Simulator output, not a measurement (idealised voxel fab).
process module | voxel transistor to metal
cross-section cut | 290 nm wide | cells 5 nm
A cross-section is a grid of square cells, given in bands from the top down. A band is one or more rows of cells.
Each band's line starts with the height of the band's top and of its bottom, in nm. Then come its materials from left to right, each with its width in nm. One material with "throughout" fills the band from edge to edge. "air" is empty space.
Height 0 is the level under which the wafer as received is all one material. The lowest band goes on downwards, as in "0 down".
A width such as "30 to 40" changes by the same amount from each row of cells to the next, from the band's top row to its bottom row.
"no change" after a step means that no cell of the cross-section changed.
closed voids: empty space of 8 cells or more with no open way to the top, each as width x height at its distance from the left edge, in nm
after a step's settings: what the simulator itself notes on the step
overlay nm, on a step with a mask: how far to the right of its planned place the mask lay; to the left if negative
plan
1 op RECEIVE | material Si
2 op OXIDIZE | depth nm 5
3 op CONFORMAL_DEP | material SiN | thk nm 15
4 op DIRECTIONAL_DEP | material aC | thk nm 10
5 op PATTERN | tone cover | mask id ACTIVE | material resist | width nm 115 | pitch nm 145 | thk nm 25 | overlay nm 0
6 op DIRECTIONAL_ETCH | etch materials aC | depth nm 10
7 op STRIP | etch materials resist
8 op DIRECTIONAL_ETCH | etch materials SiN | depth nm 15
9 op DIRECTIONAL_ETCH | etch materials SiO2 | depth nm 5
10 op DIRECTIONAL_ETCH | etch materials Si | depth nm 35
11 op STRIP | etch materials aC
12 op FILL_DEP | material SiO2 | thk nm 15
13 op CMP | height nm 15
14 op SELECTIVE_ETCH | etch materials SiO2 | depth nm 10
15 op STRIP | etch materials SiN
16 op SELECTIVE_ETCH | etch materials SiO2 | depth nm 5
17 op OXIDIZE | depth nm 5
18 op DIRECTIONAL_DEP | material polySi | thk nm 20
19 op DIRECTIONAL_DEP | material SiCN | thk nm 10
20 op DIRECTIONAL_DEP | material aC | thk nm 15
21 op PATTERN | tone cover | mask id GATE | material resist | width nm 35 | pitch nm 145 | thk nm 30 | overlay nm 0
22 op DIRECTIONAL_ETCH | etch materials aC | depth nm 15
23 op STRIP | etch materials resist
24 op DIRECTIONAL_ETCH | etch materials SiCN | depth nm 20
25 op DIRECTIONAL_ETCH | etch materials polySi | depth nm 30
26 op STRIP | etch materials aC
27 op CONFORMAL_DEP | material SiO2 | thk nm 5
28 op DIRECTIONAL_ETCH | etch materials SiO2 | depth nm 5
29 op CONFORMAL_DEP | material SiN | thk nm 5
30 op DIRECTIONAL_ETCH | etch materials SiN | depth nm 5
31 op DIRECTIONAL_ETCH | etch materials SiO2 | depth nm 5
32 op DIRECTIONAL_ETCH | etch materials Si | depth nm 10
33 op EPI | material SiGe | thk nm 10
34 op FILL_DEP | material SiO2 | thk nm 10
35 op CMP | height nm 15
36 op STRIP | etch materials polySi
37 op SELECTIVE_ETCH | etch materials SiO2 | depth nm 5
38 op CONFORMAL_DEP | material HfO2 | thk nm 5
39 op CONFORMAL_DEP | material TiN | thk nm 5
40 op FILL_DEP | material W | thk nm 5
41 op CMP | height nm 10
42 op DIRECTIONAL_DEP | material SiO2 | thk nm 10
43 op PATTERN | tone open | mask id CONTACT | material resist | width nm 20 | thk nm 20 | overlay nm 0
44 op DIRECTIONAL_ETCH | etch materials SiO2 | depth nm 30
45 op STRIP | etch materials resist
46 op CONFORMAL_DEP | material TiN | thk nm 5
47 op FILL_DEP | material Ru | thk nm 10
48 op CMP | height nm 20
49 op DIRECTIONAL_DEP | material TiN | thk nm 5
50 op DIRECTIONAL_DEP | material W | thk nm 25
51 op PATTERN | tone cover | mask id METAL_1 | material resist | width nm 20 | thk nm 15 | overlay nm 0
52 op DIRECTIONAL_ETCH | etch materials W | depth nm 25
53 op DIRECTIONAL_ETCH | etch materials TiN | depth nm 5
54 op STRIP | etch materials resist
55 op FILL_DEP | material lowk | thk nm 10
56 op CMP | height nm 50
57 op CONFORMAL_DEP | material SiCN | thk nm 5
58 op DIRECTIONAL_DEP | material SiO2 | thk nm 30
59 op MASKED_ETCH | tone open | mask id METAL_2 | width nm 20 | pitch nm 145 | etch materials SiO2 | depth nm 15 | overlay nm 0
60 op MASKED_ETCH | tone open | mask id METAL_2_HOLES | width nm 15 | pitch nm 145 | etch materials SiO2 | depth nm 15 | overlay nm 0
61 op MASKED_ETCH | tone open | mask id METAL_2_HOLES | width nm 15 | pitch nm 145 | etch materials SiCN | depth nm 5 | overlay nm 0
62 op CONFORMAL_DEP | material TiN | thk nm 5
63 op FILL_DEP | material Cu | thk nm 10
64 op CMP | height nm 85
65 op CONFORMAL_DEP | material SiN | thk nm 5
as received, after step 1
  0 down: Si throughout
  closed voids: none
first wafer at the end, as planned
  90 to 85: SiN throughout
  85 to 75: SiO2 20 | TiN 5 | Cu 10 | TiN 5 | SiO2 125 | TiN 5 | Cu 10 | TiN 5 | SiO2 105
  75 to 70: SiO2 20 | TiN 5 | Cu 5 | TiN 10 | SiO2 125 | TiN 5 | Cu 5 | TiN 10 | SiO2 105
  70 to 55: SiO2 20 | TiN 5 | Cu 5 | TiN 5 | SiO2 130 | TiN 5 | Cu 5 | TiN 5 | SiO2 110
  55 to 50: SiCN 20 | TiN 15 | SiCN 130 | TiN 15 | SiCN 110
  50 to 25: lowk 20 | W 20 | lowk 65 | W 20 | lowk 40 | W 20 | lowk 65 | W 20 | lowk 20
  25 to 20: lowk 20 | TiN 20 | lowk 65 | TiN 20 | lowk 40 | TiN 20 | lowk 65 | TiN 20 | lowk 20
  20 to 10: SiO2 20 | TiN 5 | Ru 10 | TiN 5 | SiO2 65 | TiN 5 | Ru 10 | TiN 5 | SiO2 40 | TiN 5 | Ru 10 | TiN 5 | SiO2 65 | TiN 5 | Ru 10 | TiN 5 | SiO2 20
  10 to 5: SiO2 20 | TiN 5 | Ru 10 | TiN 5 | SiO2 5 | SiN 5 | HfO2 5 | TiN 5 | W 25 | TiN 5 | HfO2 5 | SiN 5 | SiO2 5 | TiN 5 | Ru 10 | TiN 5 | SiO2 40 | TiN 5 | Ru 10 | TiN 5 | SiO2 5 | SiN 5 | HfO2 5 | TiN 5 | W 25 | TiN 5 | HfO2 5 | SiN 5 | SiO2 5 | TiN 5 | Ru 10 | TiN 5 | SiO2 20
  5 to 0: SiO2 20 | TiN 20 | SiO2 5 | SiN 5 | HfO2 5 | TiN 5 | W 25 | TiN 5 | HfO2 5 | SiN 5 | SiO2 5 | TiN 20 | SiO2 40 | TiN 20 | SiO2 5 | SiN 5 | HfO2 5 | TiN 5 | W 25 | TiN 5 | HfO2 5 | SiN 5 | SiO2 5 | TiN 20 | SiO2 20
  0 to -5: SiO2 15 | SiN 5 | SiGe 10 | TiN 5 | SiGe 10 | SiN 5 | HfO2 5 | TiN 35 | HfO2 5 | SiN 5 | SiGe 10 | TiN 5 | SiGe 10 | SiN 5 | SiO2 30 | SiN 5 | SiGe 10 | TiN 5 | SiGe 10 | SiN 5 | HfO2 5 | TiN 35 | HfO2 5 | SiN 5 | SiGe 10 | TiN 5 | SiGe 10 | SiN 5 | SiO2 15
  -5 to -10: SiO2 20 | SiGe 10 | TiN 5 | SiGe 10 | SiO2 5 | HfO2 45 | SiO2 5 | SiGe 10 | TiN 5 | SiGe 10 | SiO2 40 | SiGe 10 | TiN 5 | SiGe 10 | SiO2 5 | HfO2 45 | SiO2 5 | SiGe 10 | TiN 5 | SiGe 10 | SiO2 20
  -10 to -20: SiO2 15 | Si 5 | SiGe 25 | Si 55 | SiGe 25 | Si 5 | SiO2 30 | Si 5 | SiGe 25 | Si 55 | SiGe 25 | Si 5 | SiO2 15
  -20 to -40: SiO2 15 | Si 115 | SiO2 30 | Si 115 | SiO2 15
  -40 down: Si throughout
  closed voids: none
second wafer at the end: like start, like plan, one mistake
  90 to 85: SiN throughout
  85 to 75: SiO2 20 | TiN 5 | Cu 10 | TiN 5 | SiO2 125 | TiN 5 | Cu 10 | TiN 5 | SiO2 105
  75 to 70: SiO2 20 | TiN 5 | Cu 5 | TiN 10 | SiO2 125 | TiN 5 | Cu 5 | TiN 10 | SiO2 105
  70 to 55: SiO2 20 | TiN 5 | Cu 5 | TiN 5 | SiO2 130 | TiN 5 | Cu 5 | TiN 5 | SiO2 110
  55 to 50: SiCN 20 | TiN 15 | SiCN 130 | TiN 15 | SiCN 110
  50 to 25: lowk 15 | W 30 | lowk 55 | W 30 | lowk 30 | W 30 | lowk 55 | W 30 | lowk 15
  25 to 20: lowk 15 | TiN 30 | lowk 55 | TiN 30 | lowk 30 | TiN 30 | lowk 55 | TiN 30 | lowk 15
  20 to 10: SiO2 20 | TiN 5 | Ru 10 | TiN 5 | SiO2 65 | TiN 5 | Ru 10 | TiN 5 | SiO2 40 | TiN 5 | Ru 10 | TiN 5 | SiO2 65 | TiN 5 | Ru 10 | TiN 5 | SiO2 20
  10 to 5: SiO2 20 | TiN 5 | Ru 10 | TiN 5 | SiO2 5 | SiN 5 | HfO2 5 | TiN 5 | W 25 | TiN 5 | HfO2 5 | SiN 5 | SiO2 5 | TiN 5 | Ru 10 | TiN 5 | SiO2 40 | TiN 5 | Ru 10 | TiN 5 | SiO2 5 | SiN 5 | HfO2 5 | TiN 5 | W 25 | TiN 5 | HfO2 5 | SiN 5 | SiO2 5 | TiN 5 | Ru 10 | TiN 5 | SiO2 20
  5 to 0: SiO2 20 | TiN 20 | SiO2 5 | SiN 5 | HfO2 5 | TiN 5 | W 25 | TiN 5 | HfO2 5 | SiN 5 | SiO2 5 | TiN 20 | SiO2 40 | TiN 20 | SiO2 5 | SiN 5 | HfO2 5 | TiN 5 | W 25 | TiN 5 | HfO2 5 | SiN 5 | SiO2 5 | TiN 20 | SiO2 20
  0 to -5: SiO2 15 | SiN 5 | SiGe 10 | TiN 5 | SiGe 10 | SiN 5 | HfO2 5 | TiN 35 | HfO2 5 | SiN 5 | SiGe 10 | TiN 5 | SiGe 10 | SiN 5 | SiO2 30 | SiN 5 | SiGe 10 | TiN 5 | SiGe 10 | SiN 5 | HfO2 5 | TiN 35 | HfO2 5 | SiN 5 | SiGe 10 | TiN 5 | SiGe 10 | SiN 5 | SiO2 15
  -5 to -10: SiO2 20 | SiGe 10 | TiN 5 | SiGe 10 | SiO2 5 | HfO2 45 | SiO2 5 | SiGe 10 | TiN 5 | SiGe 10 | SiO2 40 | SiGe 10 | TiN 5 | SiGe 10 | SiO2 5 | HfO2 45 | SiO2 5 | SiGe 10 | TiN 5 | SiGe 10 | SiO2 20
  -10 to -20: SiO2 15 | Si 5 | SiGe 25 | Si 55 | SiGe 25 | Si 5 | SiO2 30 | Si 5 | SiGe 25 | Si 55 | SiGe 25 | Si 5 | SiO2 15
  -20 to -40: SiO2 15 | Si 115 | SiO2 30 | Si 115 | SiO2 15
  -40 down: Si throughout
  closed voids: none
what went wrong: step 51 ran as: op PATTERN | tone cover | mask id METAL_1 | material resist | width nm 30 | thk nm 15 | overlay nm 0
at the end the second wafer has, in cells: 8 more of TiN | 40 more of W | 48 fewer of lowk
